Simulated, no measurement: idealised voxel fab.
A process module follows: voxel transistor to metal.
The figure presents cross-section cut, which has a width of 295 nm and is divided into square cells with an edge length of 5 nm.
Square cells in a grid make up a cross-section in this document, and the grid is given as bands, listed from the top down, each one or more rows of cells.
It is stipulated that each band's entry specify, in nanometres, the height of the top of the band and then that of its bottom, followed by the materials of the band in left-to-right sequence, each together with its width in nanometres. A single material marked by the word "full width" is understood to fill the band from edge to edge; the word "blank" is understood to denote empty space.
Heights are measured from 0, the level below which the as-received wafer is all one material; the lowest band has no bottom and continues downward, written as in "z 0 and below".
With a width like "30 to 40", each row of cells in the band differs from the next by the same amount, the top row carrying the first number and the bottom row the second.
Step note "remains unaltered" = no cross-section cell changed.
"Closed void entries" enumerates empty spaces isolated from the top, with no open way to it, that contain at least 8 cells, giving each as width x height at distance from the left edge, all three in nm.
after a step's settings: what the simulator itself notes on the step
overlay nm: for a step with a mask, the amount by which the mask lay right of where it was planned; a negative amount means left of it.
**Here's what the planned process steps look like**
| 1 | RECEIVE, material Si |
| 2 | OXIDIZE, depth nm 5 |
| 3 | CONFORMAL_DEP, material SiN, thk nm 15 |
| 4 | DIRECTIONAL_DEP, material aC, thk nm 10 |
| 5 | PATTERN, tone cover, mask id ACTIVE, material resist, width nm 95, pitch nm 120, thk nm 30, overlay nm 0 |
| 6 | DIRECTIONAL_ETCH, etch materials aC, depth nm 10 |
| 7 | STRIP, etch materials resist |
| 8 | DIRECTIONAL_ETCH, etch materials SiN, depth nm 15 |
| 9 | DIRECTIONAL_ETCH, etch materials SiO2, depth nm 5 |
| 10 | DIRECTIONAL_ETCH, etch materials Si, depth nm 25 |
| 11 | STRIP, etch materials aC |
| 12 | FILL_DEP, material SiO2, thk nm 5 |
| 13 | CMP, height nm 15 |
| 14 | SELECTIVE_ETCH, etch materials SiO2, depth nm 15 |
| 15 | STRIP, etch materials SiN |
| 16 | SELECTIVE_ETCH, etch materials SiO2, depth nm 5 |
| 17 | OXIDIZE, depth nm 5 |
| 18 | DIRECTIONAL_DEP, material polySi, thk nm 30 |
| 19 | DIRECTIONAL_DEP, material SiCN, thk nm 15 |
| 20 | MASKED_ETCH, tone cover, mask id GATE, width nm 15, pitch nm 120, etch materials SiCN, depth nm 25, overlay nm 0 |
| 21 | MASKED_ETCH, tone cover, mask id GATE, width nm 15, pitch nm 120, etch materials polySi, depth nm 40, overlay nm 0 |
| 22 | CONFORMAL_DEP, material SiN, thk nm 10 |
| 23 | DIRECTIONAL_ETCH, etch materials SiN, depth nm 10 |
| 24 | DIRECTIONAL_ETCH, etch materials SiO2, depth nm 5 |
| 25 | DIRECTIONAL_ETCH, etch materials Si, depth nm 15 |
| 26 | EPI, material nSi, thk nm 15 |
| 27 | FILL_DEP, material SiO2, thk nm 5 |
| 28 | CMP, height nm 40 |
| 29 | DIRECTIONAL_DEP, material SiO2, thk nm 10 |
| 30 | DIRECTIONAL_DEP, material aC, thk nm 15 |
| 31 | PATTERN, tone open, mask id CONTACT, material resist, width nm 20, thk nm 35, overlay nm 0 |
| 32 | DIRECTIONAL_ETCH, etch materials aC, depth nm 15 |
| 33 | STRIP, etch materials resist |
| 34 | DIRECTIONAL_ETCH, etch materials SiO2, depth nm 60 |
| 35 | STRIP, etch materials aC |
| 36 | CONFORMAL_DEP, material TiN, thk nm 5 |
| 37 | FILL_DEP, material Ru, thk nm 10 |
| 38 | CMP, height nm 50 |
| 39 | DIRECTIONAL_DEP, material TiN, thk nm 5 |
| 40 | DIRECTIONAL_DEP, material W, thk nm 25 |
| 41 | DIRECTIONAL_DEP, material aC, thk nm 15 |
| 42 | PATTERN, tone cover, mask id METAL_1, material resist, width nm 20, thk nm 30, overlay nm 0 |
| 43 | DIRECTIONAL_ETCH, etch materials aC, depth nm 15 |
| 44 | STRIP, etch materials resist |
| 45 | DIRECTIONAL_ETCH, etch materials W, depth nm 25 |
| 46 | DIRECTIONAL_ETCH, etch materials TiN, depth nm 5 |
| 47 | STRIP, etch materials aC |
| 48 | FILL_DEP, material lowk, thk nm 5 |
| 49 | CMP, height nm 80 |
| 50 | CONFORMAL_DEP, material SiCN, thk nm 5 |
| 51 | DIRECTIONAL_DEP, material lowk, thk nm 30 |
| 52 | PATTERN, tone open, mask id METAL_2_HOLES, material resist, width nm 15, pitch nm 120, thk nm 20, overlay nm 0 |
| 53 | DIRECTIONAL_ETCH, etch materials lowk, depth nm 30 |
| 54 | STRIP, etch materials resist |
| 55 | PATTERN, tone open, mask id METAL_2, material resist, width nm 20, pitch nm 120, thk nm 15, overlay nm 0 |
| 56 | DIRECTIONAL_ETCH, etch materials lowk, depth nm 15 |
| 57 | DIRECTIONAL_ETCH, etch materials SiCN, depth nm 5 |
| 58 | STRIP, etch materials resist |
| 59 | CONFORMAL_DEP, material TiN, thk nm 5 |
| 60 | FILL_DEP, material Ru, thk nm 5 |
| 61 | CMP, height nm 115 |
| 62 | CONFORMAL_DEP, material SiCN, thk nm 5 |
**First of two wafers, processed according to plan**
**As received (post step 1): cross-section**
  z 0 and below: Si full width
  Closed void entries: none
**Step 2 done - wafer cross-section**
  z 0 to -5: SiO2 full width
  Anything lower than -5 is untouched.
**Step 3 done - wafer cross-section**
  z 15 to 0: SiN full width
  Anything lower than 0 is untouched.
**Step 4 done - wafer cross-section**
  z 25 to 15: aC full width
  Anything lower than 15 is untouched.
**Step 5 done - wafer cross-section**
  z 55 to 25: blank=40  resist=95  blank=25  resist=95  blank=40
  Anything lower than 25 is untouched.
**Step 6 done - wafer cross-section**
  z 45 to 25: blank=40  resist=95  blank=25  resist=95  blank=40
  z 25 to 15: blank=40  aC=95  blank=25  aC=95  blank=40
  Anything lower than 15 is untouched.
**Step 7 done - wafer cross-section**
  z 25 to 15: blank=40  aC=95  blank=25  aC=95  blank=40
  Anything lower than 15 is untouched.
**Step 8 done - wafer cross-section**
  z 25 to 15: blank=40  aC=95  blank=25  aC=95  blank=40
  z 15 to 0: blank=40  SiN=95  blank=25  SiN=95  blank=40
  Anything lower than 0 is untouched.
**Step 9 done - wafer cross-section**
  z 25 to 15: blank=40  aC=95  blank=25  aC=95  blank=40
  z 15 to 0: blank=40  SiN=95  blank=25  SiN=95  blank=40
  z 0 to -5: blank=40  SiO2=95  blank=25  SiO2=95  blank=40
  Anything lower than -5 is untouched.
**Step 10 done - wafer cross-section**
  z 25 to 15: blank=40  aC=95  blank=25  aC=95  blank=40
  z 15 to 0: blank=40  SiN=95  blank=25  SiN=95  blank=40
  z 0 to -5: blank=40  SiO2=95  blank=25  SiO2=95  blank=40
  z -5 to -30: blank=40  Si=95  blank=25  Si=95  blank=40
  Anything lower than -30 is untouched.
**Step 11 done - wafer cross-section**
  z 15 to 0: blank=40  SiN=95  blank=25  SiN=95  blank=40
  Anything lower than 0 is untouched.
**Step 12 done - wafer cross-section**
  z 20 to 15: SiO2 full width
  z 15 to 0: SiO2=40  SiN=95  SiO2=25  SiN=95  SiO2=40
  z 0 to -5: SiO2 full width
  z -5 to -30: SiO2=40  Si=95  SiO2=25  Si=95  SiO2=40
  Anything lower than -30 is untouched.
**Step 13 done - wafer cross-section**
  z 15 to 0: SiO2=40  SiN=95  SiO2=25  SiN=95  SiO2=40
  Anything lower than 0 is untouched.
**Step 14 done - wafer cross-section**
  z 15 to 0: blank=40  SiN=95  blank=25  SiN=95  blank=40
  Anything lower than 0 is untouched.
**Step 15 done - wafer cross-section**
  z 0 to -5: SiO2 full width
  Anything lower than -5 is untouched.
**Step 16 done - wafer cross-section**
  z -5 to -30: SiO2=40  Si=95  SiO2=25  Si=95  SiO2=40
  Anything lower than -30 is untouched.
**Step 17 done - wafer cross-section**
  z -5 to -10: SiO2 full width
  Anything lower than -10 is untouched.
**Step 18 done - wafer cross-section**
  z 25 to -5: polySi full width
  Anything lower than -5 is untouched.
**Step 19 done - wafer cross-section**
  z 40 to 25: SiCN full width
  Anything lower than 25 is untouched.
**Step 20 done - wafer cross-section**
  z 40 to 25: blank=80  SiCN=15  blank=105  SiCN=15  blank=80
  Anything lower than 25 is untouched.
**Step 21 done - wafer cross-section**
  z 40 to 25: blank=80  SiCN=15  blank=105  SiCN=15  blank=80
  z 25 to -5: blank=80  polySi=15  blank=105  polySi=15  blank=80
  Anything lower than -5 is untouched.
**Step 22 done - wafer cross-section**
  z 50 to 40: blank=70  SiN=35  blank=85  SiN=35  blank=70
  z 40 to 25: blank=70  SiN=10  SiCN=15  SiN=10  blank=85  SiN=10  SiCN=15  SiN=10  blank=70
  z 25 to 5: blank=70  SiN=10  polySi=15  SiN=10  blank=85  SiN=10  polySi=15  SiN=10  blank=70
  z 5 to -5: SiN=80  polySi=15  SiN=105  polySi=15  SiN=80
  Anything lower than -5 is untouched.
**Step 23 done - wafer cross-section**
  z 40 to 25: blank=70  SiN=10  SiCN=15  SiN=10  blank=85  SiN=10  SiCN=15  SiN=10  blank=70
  z 25 to -5: blank=70  SiN=10  polySi=15  SiN=10  blank=85  SiN=10  polySi=15  SiN=10  blank=70
  Anything lower than -5 is untouched.
**Step 24 done - wafer cross-section**
  z 40 to 25: blank=70  SiN=10  SiCN=15  SiN=10  blank=85  SiN=10  SiCN=15  SiN=10  blank=70
  z 25 to -5: blank=70  SiN=10  polySi=15  SiN=10  blank=85  SiN=10  polySi=15  SiN=10  blank=70
  z -5 to -10: blank=70  SiO2=35  blank=85  SiO2=35  blank=70
  Anything lower than -10 is untouched.
**Step 25 done - wafer cross-section**
  z 40 to 25: blank=70  SiN=10  SiCN=15  SiN=10  blank=85  SiN=10  SiCN=15  SiN=10  blank=70
  z 25 to -5: blank=70  SiN=10  polySi=15  SiN=10  blank=85  SiN=10  polySi=15  SiN=10  blank=70
  z -5 to -10: blank=70  SiO2=35  blank=85  SiO2=35  blank=70
  z -10 to -25: SiO2=40  blank=30  Si=35  blank=30  SiO2=25  blank=30  Si=35  blank=30  SiO2=40
  Anything lower than -25 is untouched.
**Step 26 done - wafer cross-section**
  z 40 to 25: blank=70  SiN=10  SiCN=15  SiN=10  blank=85  SiN=10  SiCN=15  SiN=10  blank=70
  z 25 to 5: blank=70  SiN=10  polySi=15  SiN=10  blank=85  SiN=10  polySi=15  SiN=10  blank=70
  z 5 to -5: blank=55  nSi=15  SiN=10  polySi=15  SiN=10  nSi=15  blank=55  nSi=15  SiN=10  polySi=15  SiN=10  nSi=15  blank=55
  z -5 to -10: blank=55  nSi=15  SiO2=35  nSi=15  blank=55  nSi=15  SiO2=35  nSi=15  blank=55
  z -10 to -25: SiO2=40  nSi=30  Si=35  nSi=30  SiO2=25  nSi=30  Si=35  nSi=30  SiO2=40
  Anything lower than -25 is untouched.
**Step 27 done - wafer cross-section**
  z 45 to 40: SiO2 full width
  z 40 to 25: SiO2=70  SiN=10  SiCN=15  SiN=10  SiO2=85  SiN=10  SiCN=15  SiN=10  SiO2=70
  z 25 to 5: SiO2=70  SiN=10  polySi=15  SiN=10  SiO2=85  SiN=10  polySi=15  SiN=10  SiO2=70
  z 5 to -5: SiO2=55  nSi=15  SiN=10  polySi=15  SiN=10  nSi=15  SiO2=55  nSi=15  SiN=10  polySi=15  SiN=10  nSi=15  SiO2=55
  z -5 to -10: SiO2=55  nSi=15  SiO2=35  nSi=15  SiO2=55  nSi=15  SiO2=35  nSi=15  SiO2=55
  Anything lower than -10 is untouched.
**Step 28 done - wafer cross-section**
  z 40 to 25: SiO2=70  SiN=10  SiCN=15  SiN=10  SiO2=85  SiN=10  SiCN=15  SiN=10  SiO2=70
  Anything lower than 25 is untouched.
**Step 29 done - wafer cross-section**
  z 50 to 40: SiO2 full width
  Anything lower than 40 is untouched.
**Step 30 done - wafer cross-section**
  z 65 to 50: aC full width
  Anything lower than 50 is untouched.
**Step 31 done - wafer cross-section**
  z 100 to 65: resist=45  blank=20  resist=45  blank=20  resist=35  blank=20  resist=45  blank=20  resist=45
  Anything lower than 65 is untouched.
**Step 32 done - wafer cross-section**
  z 85 to 65: resist=45  blank=20  resist=45  blank=20  resist=35  blank=20  resist=45  blank=20  resist=45
  z 65 to 50: aC=45  blank=20  aC=45  blank=20  aC=35  blank=20  aC=45  blank=20  aC=45
  Anything lower than 50 is untouched.
**Step 33 done - wafer cross-section**
  z 65 to 50: aC=45  blank=20  aC=45  blank=20  aC=35  blank=20  aC=45  blank=20  aC=45
  Anything lower than 50 is untouched.
**Step 34 done - wafer cross-section**
  z 65 to 50: aC=45  blank=20  aC=45  blank=20  aC=35  blank=20  aC=45  blank=20  aC=45
  z 50 to 40: SiO2=45  blank=20  SiO2=45  blank=20  SiO2=35  blank=20  SiO2=45  blank=20  SiO2=45
  z 40 to 25: SiO2=45  blank=20  SiO2=5  SiN=10  SiCN=15  SiN=10  SiO2=5  blank=20  SiO2=35  blank=20  SiO2=5  SiN=10  SiCN=15  SiN=10  SiO2=5  blank=20  SiO2=45
  z 25 to 5: SiO2=45  blank=20  SiO2=5  SiN=10  polySi=15  SiN=10  SiO2=5  blank=20  SiO2=35  blank=20  SiO2=5  SiN=10  polySi=15  SiN=10  SiO2=5  blank=20  SiO2=45
  z 5 to -5: SiO2=45  blank=10  nSi=15  SiN=10  polySi=15  SiN=10  nSi=15  blank=10  SiO2=35  blank=10  nSi=15  SiN=10  polySi=15  SiN=10  nSi=15  blank=10  SiO2=45
  z -5 to -10: SiO2=45  blank=10  nSi=15  SiO2=35  nSi=15  blank=10  SiO2=35  blank=10  nSi=15  SiO2=35  nSi=15  blank=10  SiO2=45
  Anything lower than -10 is untouched.
**Step 35 done - wafer cross-section**
  z 50 to 40: SiO2=45  blank=20  SiO2=45  blank=20  SiO2=35  blank=20  SiO2=45  blank=20  SiO2=45
  Anything lower than 40 is untouched.
**Step 36 done - wafer cross-section**
  z 55 to 50: TiN=50  blank=10  TiN=55  blank=10  TiN=45  blank=10  TiN=55  blank=10  TiN=50
  z 50 to 40: SiO2=45  TiN=5  blank=10  TiN=5  SiO2=45  TiN=5  blank=10  TiN=5  SiO2=35  TiN=5  blank=10  TiN=5  SiO2=45  TiN=5  blank=10  TiN=5  SiO2=45
  z 40 to 25: SiO2=45  TiN=5  blank=10  TiN=5  SiO2=5  SiN=10  SiCN=15  SiN=10  SiO2=5  TiN=5  blank=10  TiN=5  SiO2=35  TiN=5  blank=10  TiN=5  SiO2=5  SiN=10  SiCN=15  SiN=10  SiO2=5  TiN=5  blank=10  TiN=5  SiO2=45
  z 25 to 10: SiO2=45  TiN=5  blank=10  TiN=5  SiO2=5  SiN=10  polySi=15  SiN=10  SiO2=5  TiN=5  blank=10  TiN=5  SiO2=35  TiN=5  blank=10  TiN=5  SiO2=5  SiN=10  polySi=15  SiN=10  SiO2=5  TiN=5  blank=10  TiN=5  SiO2=45
  z 10 to 5: SiO2=45  TiN=20  SiO2=5  SiN=10  polySi=15  SiN=10  SiO2=5  TiN=20  SiO2=35  TiN=20  SiO2=5  SiN=10  polySi=15  SiN=10  SiO2=5  TiN=20  SiO2=45
  z 5 to -5: SiO2=45  TiN=10  nSi=15  SiN=10  polySi=15  SiN=10  nSi=15  TiN=10  SiO2=35  TiN=10  nSi=15  SiN=10  polySi=15  SiN=10  nSi=15  TiN=10  SiO2=45
  z -5 to -10: SiO2=45  TiN=10  nSi=15  SiO2=35  nSi=15  TiN=10  SiO2=35  TiN=10  nSi=15  SiO2=35  nSi=15  TiN=10  SiO2=45
  Anything lower than -10 is untouched.
**Step 37 done - wafer cross-section**
  z 65 to 55: Ru full width
  z 55 to 50: TiN=50  Ru=10  TiN=55  Ru=10  TiN=45  Ru=10  TiN=55  Ru=10  TiN=50
  z 50 to 40: SiO2=45  TiN=5  Ru=10  TiN=5  SiO2=45  TiN=5  Ru=10  TiN=5  SiO2=35  TiN=5  Ru=10  TiN=5  SiO2=45  TiN=5  Ru=10  TiN=5  SiO2=45
  z 40 to 25: SiO2=45  TiN=5  Ru=10  TiN=5  SiO2=5  SiN=10  SiCN=15  SiN=10  SiO2=5  TiN=5  Ru=10  TiN=5  SiO2=35  TiN=5  Ru=10  TiN=5  SiO2=5  SiN=10  SiCN=15  SiN=10  SiO2=5  TiN=5  Ru=10  TiN=5  SiO2=45
  z 25 to 10: SiO2=45  TiN=5  Ru=10  TiN=5  SiO2=5  SiN=10  polySi=15  SiN=10  SiO2=5  TiN=5  Ru=10  TiN=5  SiO2=35  TiN=5  Ru=10  TiN=5  SiO2=5  SiN=10  polySi=15  SiN=10  SiO2=5  TiN=5  Ru=10  TiN=5  SiO2=45
  Anything lower than 10 is untouched.
**Step 38 done - wafer cross-section**
  z 50 to 40: SiO2=45  TiN=5  Ru=10  TiN=5  SiO2=45  TiN=5  Ru=10  TiN=5  SiO2=35  TiN=5  Ru=10  TiN=5  SiO2=45  TiN=5  Ru=10  TiN=5  SiO2=45
  Anything lower than 40 is untouched.
**Step 39 done - wafer cross-section**
  z 55 to 50: TiN full width
  Anything lower than 50 is untouched.
**Step 40 done - wafer cross-section**
  z 80 to 55: W full width
  Anything lower than 55 is untouched.
**Step 41 done - wafer cross-section**
  z 95 to 80: aC full width
  Anything lower than 80 is untouched.
**Step 42 done - wafer cross-section**
  z 125 to 95: blank=45  resist=20  blank=45  resist=20  blank=35  resist=20  blank=45  resist=20  blank=45
  Anything lower than 95 is untouched.
**Step 43 done - wafer cross-section**
  z 110 to 95: blank=45  resist=20  blank=45  resist=20  blank=35  resist=20  blank=45  resist=20  blank=45
  z 95 to 80: blank=45  aC=20  blank=45  aC=20  blank=35  aC=20  blank=45  aC=20  blank=45
  Anything lower than 80 is untouched.
**Step 44 done - wafer cross-section**
  z 95 to 80: blank=45  aC=20  blank=45  aC=20  blank=35  aC=20  blank=45  aC=20  blank=45
  Anything lower than 80 is untouched.
**Step 45 done - wafer cross-section**
  z 95 to 80: blank=45  aC=20  blank=45  aC=20  blank=35  aC=20  blank=45  aC=20  blank=45
  z 80 to 55: blank=45  W=20  blank=45  W=20  blank=35  W=20  blank=45  W=20  blank=45
  Anything lower than 55 is untouched.
**Step 46 done - wafer cross-section**
  z 95 to 80: blank=45  aC=20  blank=45  aC=20  blank=35  aC=20  blank=45  aC=20  blank=45
  z 80 to 55: blank=45  W=20  blank=45  W=20  blank=35  W=20  blank=45  W=20  blank=45
  z 55 to 50: blank=45  TiN=20  blank=45  TiN=20  blank=35  TiN=20  blank=45  TiN=20  blank=45
  Anything lower than 50 is untouched.
**Step 47 done - wafer cross-section**
  z 80 to 55: blank=45  W=20  blank=45  W=20  blank=35  W=20  blank=45  W=20  blank=45
  Anything lower than 55 is untouched.
**Step 48 done - wafer cross-section**
  z 85 to 80: lowk full width
  z 80 to 55: lowk=45  W=20  lowk=45  W=20  lowk=35  W=20  lowk=45  W=20  lowk=45
  z 55 to 50: lowk=45  TiN=20  lowk=45  TiN=20  lowk=35  TiN=20  lowk=45  TiN=20  lowk=45
  Anything lower than 50 is untouched.
**Step 49 done - wafer cross-section**
  z 80 to 55: lowk=45  W=20  lowk=45  W=20  lowk=35  W=20  lowk=45  W=20  lowk=45
  Anything lower than 55 is untouched.
**Step 50 done - wafer cross-section**
  z 85 to 80: SiCN full width
  Anything lower than 80 is untouched.
**Step 51 done - wafer cross-section**
  z 115 to 85: lowk full width
  Anything lower than 85 is untouched.
**Step 52 done - wafer cross-section**
  z 135 to 115: resist=45  blank=15  resist=105  blank=15  resist=115
  Anything lower than 115 is untouched.
**Step 53 done - wafer cross-section**
  z 135 to 115: resist=45  blank=15  resist=105  blank=15  resist=115
  z 115 to 85: lowk=45  blank=15  lowk=105  blank=15  lowk=115
  Anything lower than 85 is untouched.
**Step 54 done - wafer cross-section**
  z 115 to 85: lowk=45  blank=15  lowk=105  blank=15  lowk=115
  Anything lower than 85 is untouched.
**Step 55 done - wafer cross-section**
  z 130 to 115: resist=45  blank=20  resist=100  blank=20  resist=110
  Anything lower than 115 is untouched.
**Step 56 done - wafer cross-section**
  z 130 to 115: resist=45  blank=20  resist=100  blank=20  resist=110
  z 115 to 100: lowk=45  blank=20  lowk=100  blank=20  lowk=110
  Anything lower than 100 is untouched.
**Step 57 done - wafer cross-section**
  z 130 to 115: resist=45  blank=20  resist=100  blank=20  resist=110
  z 115 to 100: lowk=45  blank=20  lowk=100  blank=20  lowk=110
  z 100 to 85: lowk=45  blank=15  lowk=105  blank=15  lowk=115
  z 85 to 80: SiCN=45  blank=15  SiCN=105  blank=15  SiCN=115
  Anything lower than 80 is untouched.
**Step 58 done - wafer cross-section**
  z 115 to 100: lowk=45  blank=20  lowk=100  blank=20  lowk=110
  Anything lower than 100 is untouched.
**Step 59 done - wafer cross-section**
  z 120 to 115: TiN=50  blank=10  TiN=110  blank=10  TiN=115
  z 115 to 105: lowk=45  TiN=5  blank=10  TiN=5  lowk=100  TiN=5  blank=10  TiN=5  lowk=110
  z 105 to 100: lowk=45  TiN=5  blank=5  TiN=10  lowk=100  TiN=5  blank=5  TiN=10  lowk=110
  z 100 to 85: lowk=45  TiN=5  blank=5  TiN=5  lowk=105  TiN=5  blank=5  TiN=5  lowk=115
  z 85 to 80: SiCN=45  TiN=15  SiCN=105  TiN=15  SiCN=115
  Anything lower than 80 is untouched.
**Step 60 done - wafer cross-section**
  z 125 to 120: Ru full width
  z 120 to 115: TiN=50  Ru=10  TiN=110  Ru=10  TiN=115
  z 115 to 105: lowk=45  TiN=5  Ru=10  TiN=5  lowk=100  TiN=5  Ru=10  TiN=5  lowk=110
  z 105 to 100: lowk=45  TiN=5  Ru=5  TiN=10  lowk=100  TiN=5  Ru=5  TiN=10  lowk=110
  z 100 to 85: lowk=45  TiN=5  Ru=5  TiN=5  lowk=105  TiN=5  Ru=5  TiN=5  lowk=115
  Anything lower than 85 is untouched.
**Step 61 done - wafer cross-section**
  z 115 to 105: lowk=45  TiN=5  Ru=10  TiN=5  lowk=100  TiN=5  Ru=10  TiN=5  lowk=110
  Anything lower than 105 is untouched.
**Step 62 done - wafer cross-section**
  z 120 to 115: SiCN full width
  Anything lower than 115 is untouched.
**Second wafer, same starting state and plan as the first, one mistake in the run, identical through step 49**
**when step 50 should have ended**
  z 85 to 80: TiN full width
  Anything lower than 80 is untouched.
**when step 51 should have ended**
  z 115 to 85: lowk full width
  Anything lower than 85 is untouched.
**when step 52 should have ended**
  z 135 to 115: resist=45  blank=15  resist=105  blank=15  resist=115
  Anything lower than 115 is untouched.
**when step 53 should have ended**
  z 135 to 115: resist=45  blank=15  resist=105  blank=15  resist=115
  z 115 to 85: lowk=45  blank=15  lowk=105  blank=15  lowk=115
  Anything lower than 85 is untouched.
**when step 54 should have ended**
  z 115 to 85: lowk=45  blank=15  lowk=105  blank=15  lowk=115
  Anything lower than 85 is untouched.
**when step 55 should have ended**
  z 130 to 115: resist=45  blank=20  resist=100  blank=20  resist=110
  Anything lower than 115 is untouched.
**when step 56 should have ended**
  z 130 to 115: resist=45  blank=20  resist=100  blank=20  resist=110
  z 115 to 100: lowk=45  blank=20  lowk=100  blank=20  lowk=110
  Anything lower than 100 is untouched.
when step 57 should have ended: remains unaltered
**when step 58 should have ended**
  z 115 to 100: lowk=45  blank=20  lowk=100  blank=20  lowk=110
  Anything lower than 100 is untouched.
**when step 59 should have ended**
  z 120 to 115: TiN=50  blank=10  TiN=110  blank=10  TiN=115
  z 115 to 105: lowk=45  TiN=5  blank=10  TiN=5  lowk=100  TiN=5  blank=10  TiN=5  lowk=110
  z 105 to 100: lowk=45  TiN=5  blank=5  TiN=10  lowk=100  TiN=5  blank=5  TiN=10  lowk=110
  z 100 to 90: lowk=45  TiN=5  blank=5  TiN=5  lowk=105  TiN=5  blank=5  TiN=5  lowk=115
  z 90 to 85: lowk=45  TiN=15  lowk=105  TiN=15  lowk=115
  Anything lower than 85 is untouched.
**when step 60 should have ended**
  z 125 to 120: Ru full width
  z 120 to 115: TiN=50  Ru=10  TiN=110  Ru=10  TiN=115
  z 115 to 105: lowk=45  TiN=5  Ru=10  TiN=5  lowk=100  TiN=5  Ru=10  TiN=5  lowk=110
  z 105 to 100: lowk=45  TiN=5  Ru=5  TiN=10  lowk=100  TiN=5  Ru=5  TiN=10  lowk=110
  z 100 to 90: lowk=45  TiN=5  Ru=5  TiN=5  lowk=105  TiN=5  Ru=5  TiN=5  lowk=115
  Anything lower than 90 is untouched.
**when step 61 should have ended**
  z 115 to 105: lowk=45  TiN=5  Ru=10  TiN=5  lowk=100  TiN=5  Ru=10  TiN=5  lowk=110
  Anything lower than 105 is untouched.
**when step 62 should have ended**
  z 120 to 115: SiCN full width
  Anything lower than 115 is untouched.
Here's what went sideways: step 50 ran as: CONFORMAL_DEP, material TiN, thk nm 5
Final difference in cells, second wafer against first, listed per material as more or fewer: Ru -2 | SiCN -53 | TiN +55
